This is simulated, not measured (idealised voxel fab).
process module | voxel wiring stack
cross-section cut | 275 nm wide | cells 5 nm
A cross-section is a grid of square cells, given in bands from the top down. A band is one or more rows of cells.
Each band's line starts with the height of the band's top and of its bottom, in nm. Then come its materials from left to right, each with its width in nm. One material with "throughout" fills the band from edge to edge. "air" is empty space.
Height 0 is the level under which the wafer as received is all one material. The lowest band goes on downwards, as in "0 down".
A width such as "30 to 40" changes by the same amount from each row of cells to the next, from the band's top row to its bottom row.
"no change" after a step means that no cell of the cross-section changed.
closed voids: empty space of 8 cells or more with no open way to the top, each as width x height at its distance from the left edge, in nm
after a step's settings: what the simulator itself notes on the step
overlay nm, on a step with a mask: how far to the right of its planned place the mask lay; to the left if negative
plan
1 op RECEIVE | material Si
2 op CONFORMAL_DEP | material SiO2 | thk nm 15
3 op DIRECTIONAL_DEP | material TiN | thk nm 5
4 op DIRECTIONAL_DEP | material Ru | thk nm 20
5 op PATTERN | tone cover | mask id METAL_1 | material resist | width nm 30 | pitch nm 50 | thk nm 20 | overlay nm 0
6 op DIRECTIONAL_ETCH | etch materials Ru | depth nm 20
7 op DIRECTIONAL_ETCH | etch materials TiN | depth nm 5
8 op STRIP | etch materials resist
9 op CONFORMAL_DEP | material SiN | thk nm 5
10 op FILL_DEP | material SiO2 | thk nm 5
11 op CMP | height nm 40
12 op CONFORMAL_DEP | material SiCN | thk nm 5
13 op DIRECTIONAL_DEP | material SiO2 | thk nm 15
14 op MASKED_ETCH | tone open | mask id PLUG_1 | width nm 15 | etch materials SiO2 | depth nm 15 | overlay nm 0
15 op MASKED_ETCH | tone open | mask id PLUG_1 | width nm 15 | etch materials SiCN | depth nm 5 | overlay nm 0
16 op EPI | material Ru | thk nm 10
17 op EPI | material Ru | thk nm 10
18 op DIRECTIONAL_DEP | material TiN | thk nm 5
19 op DIRECTIONAL_DEP | material Ru | thk nm 25
20 op MASKED_ETCH | tone cover | mask id METAL_2 | width nm 30 | pitch nm 50 | etch materials Ru | depth nm 25 | overlay nm 0
21 op MASKED_ETCH | tone cover | mask id METAL_2 | width nm 30 | pitch nm 50 | etch materials TiN | depth nm 5 | overlay nm 0
22 op FILL_DEP | material lowk | thk nm 5
23 op CMP | height nm 90
24 op CONFORMAL_DEP | material SiCN | thk nm 5
25 op DIRECTIONAL_DEP | material SiO2 | thk nm 20
26 op MASKED_ETCH | tone open | mask id PLUG_2 | width nm 15 | etch materials SiO2 | depth nm 20 | overlay nm 0
27 op MASKED_ETCH | tone open | mask id PLUG_2 | width nm 15 | etch materials SiCN | depth nm 5 | overlay nm 0
28 op EPI | material Ru | thk nm 10
29 op EPI | material Ru | thk nm 10
30 op EPI | material Ru | thk nm 5
31 op DIRECTIONAL_DEP | material TiN | thk nm 5
32 op DIRECTIONAL_DEP | material W | thk nm 20
33 op DIRECTIONAL_DEP | material aC | thk nm 10
34 op PATTERN | tone cover | mask id METAL_3 | material resist | width nm 30 | pitch nm 50 | thk nm 30 | overlay nm 0
35 op DIRECTIONAL_ETCH | etch materials aC | depth nm 10
36 op STRIP | etch materials resist
37 op DIRECTIONAL_ETCH | etch materials W | depth nm 20
38 op DIRECTIONAL_ETCH | etch materials TiN | depth nm 5
39 op STRIP | etch materials aC
40 op FILL_DEP | material lowk | thk nm 5
41 op CMP | height nm 140
42 op CONFORMAL_DEP | material SiCN | thk nm 5
as received, after step 1
  0 down: Si throughout
  closed voids: none
a wafer at the end: this start, this plan, one mistake
  145 to 140: SiCN throughout
  140 to 120: lowk 95 | W 30 | lowk 20 | W 30 | lowk 100
  120 to 115: lowk 95 | TiN 30 | lowk 20 | TiN 30 | lowk 100
  115 to 95: SiO2 95 | Ru 15 | SiO2 165
  95 to 90: SiCN 95 | Ru 15 | SiCN 165
  90 to 75: lowk 95 | Ru 30 | lowk 150
  75 to 65: lowk 95 | Ru 30 | lowk 20 | Ru 30 | lowk 100
  65 to 60: lowk 95 | TiN 30 | lowk 20 | Ru 30 | lowk 100
  60 to 50: lowk 80 | Ru 45 | lowk 20 | Ru 30 | lowk 100
  50 to 45: lowk 80 | Ru 45 | lowk 20 | TiN 30 | lowk 100
  45 to 40: SiCN 95 | Ru 15 | SiCN 165
  40 to 20: SiO2 90 | SiN 5 | Ru 30 | SiN 5 | SiO2 10 | SiN 5 | Ru 30 | SiN 5 | SiO2 95
  20 to 15: SiN 95 | TiN 30 | SiN 20 | TiN 30 | SiN 100
  15 to 0: SiO2 throughout
  0 down: Si throughout
  closed voids: none
what went wrong: step 13 was left out
